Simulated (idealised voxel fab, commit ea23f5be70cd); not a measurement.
Process module, titled voxel ribs on slabs
Cross-section cut: width 150 nm, square cells of 5 nm.
A cross-section in this document is a grid of square cells, and it is written down as bands, the top band listed before the ones below it; a band is made up of one or more rows of cells.
Heads up on the band format: heights come first, top then bottom, in nm. After that it's the materials left to right, each with its width in nm. A single material flagged "throughout" fills the whole band edge to edge, and "empty" means there's empty space there.
A quick word on heights: they are counted from 0, and under that level the wafer as it came to us is one material throughout. The lowest band is different from the rest in having no bottom; it simply continues downward, written as in "top 0, no bottom".
Read "30 to 40" as a graded width: first number on top, second number at the bottom, same change between each pair of neighbouring rows.
It should be understood that the words "changes: none", when stated for a given step, signify that the cross-section underwent no change in any of its cells during that step.
The label "Enclosed cavities" introduces a list of the empty spaces, 8 cells or larger, that have no open way up to the top; each entry in it reads width x height at distance, where the distance is taken from the left edge and all three are stated in nm.
Note: text after step settings on the step line = simulator remark on that step.
The optional step-line setting "overlay nm" applies to steps with a mask and quantifies how far to the right of its planned location the mask lay, a negative value indicating leftward placement.

### Here's what the planned process steps look like
| 1 | RECEIVE (material Si) |
| 2 | DIRECTIONAL_DEP (material SiO2; thk nm 20) |
| 3 | DIRECTIONAL_DEP (material polySi; thk nm 15) |
| 4 | PATTERN (tone cover; mask id RIB; material resist; width nm 25; thk nm 20; overlay nm 0) |
| 5 | DIRECTIONAL_ETCH (etch materials polySi; depth nm 10) |
| 6 | STRIP (etch materials resist) |
| 7 | PATTERN (tone cover; mask id SLAB; material resist; width nm 75; thk nm 20; overlay nm 0) |
| 8 | DIRECTIONAL_ETCH (etch materials polySi; depth nm 5) |
| 9 | STRIP (etch materials resist) |
| 10 | FILL_DEP (material SiO2; thk nm 20) |
| 11 | CMP (height nm 45) |
| 12 | DIRECTIONAL_DEP (material W; thk nm 10) |
| 13 | MASKED_ETCH (tone cover; mask id HEATER; width nm 35; etch materials W; depth nm 10; overlay nm 0) |
| 14 | CONFORMAL_DEP (material SiN; thk nm 10) |
It is noted that the wafers described herein are identical at the outset and are distinguished by the width nm of step 7; the value stated in the plan corresponds to the first wafer.

### Here's the first of the wafers in cross-section, just as we got it, i.e. after step 1
    top 0, no bottom  Si throughout
    Enclosed cavities: none

### Quick look at the cross-section of the first of several wafers after step 14, which wraps up the module
    top 65, bottom 55  45 empty | 55 SiN | 50 empty
    top 55, bottom 45  55 SiN | 35 W | 60 SiN
    top 45, bottom 35  SiO2 throughout
    top 35, bottom 25  60 SiO2 | 25 polySi | 65 SiO2
    top 25, bottom 20  35 SiO2 | 75 polySi | 40 SiO2
    top 20, bottom 0  SiO2 throughout
    top 0, no bottom  Si throughout
    Enclosed cavities: none

### Cross-sectional view of the final wafer of several at the module's end
    top 65, bottom 55  45 empty | 55 SiN | 50 empty
    top 55, bottom 45  55 SiN | 35 W | 60 SiN
    top 45, bottom 35  SiO2 throughout
    top 35, bottom 25  60 SiO2 | 25 polySi | 65 SiO2
    top 25, bottom 20  25 SiO2 | 100 polySi | 25 SiO2
    top 20, bottom 0  SiO2 throughout
    top 0, no bottom  Si throughout
    Enclosed cavities: none

### Wafer rows, end of module: cells per material gained (+) or lost (-) since receipt; closed voids last
width nm 75, +68 SiN, +245 SiO2, +14 W, +25 polySi, Enclosed cavities: none
width nm 80, +68 SiN, +244 SiO2, +14 W, +26 polySi, Enclosed cavities: none
width nm 85, +68 SiN, +243 SiO2, +14 W, +27 polySi, Enclosed cavities: none
width nm 90, +68 SiN, +242 SiO2, +14 W, +28 polySi, Enclosed cavities: none
width nm 95, +68 SiN, +241 SiO2, +14 W, +29 polySi, Enclosed cavities: none
width nm 100, +68 SiN, +240 SiO2, +14 W, +30 polySi, Enclosed cavities: none
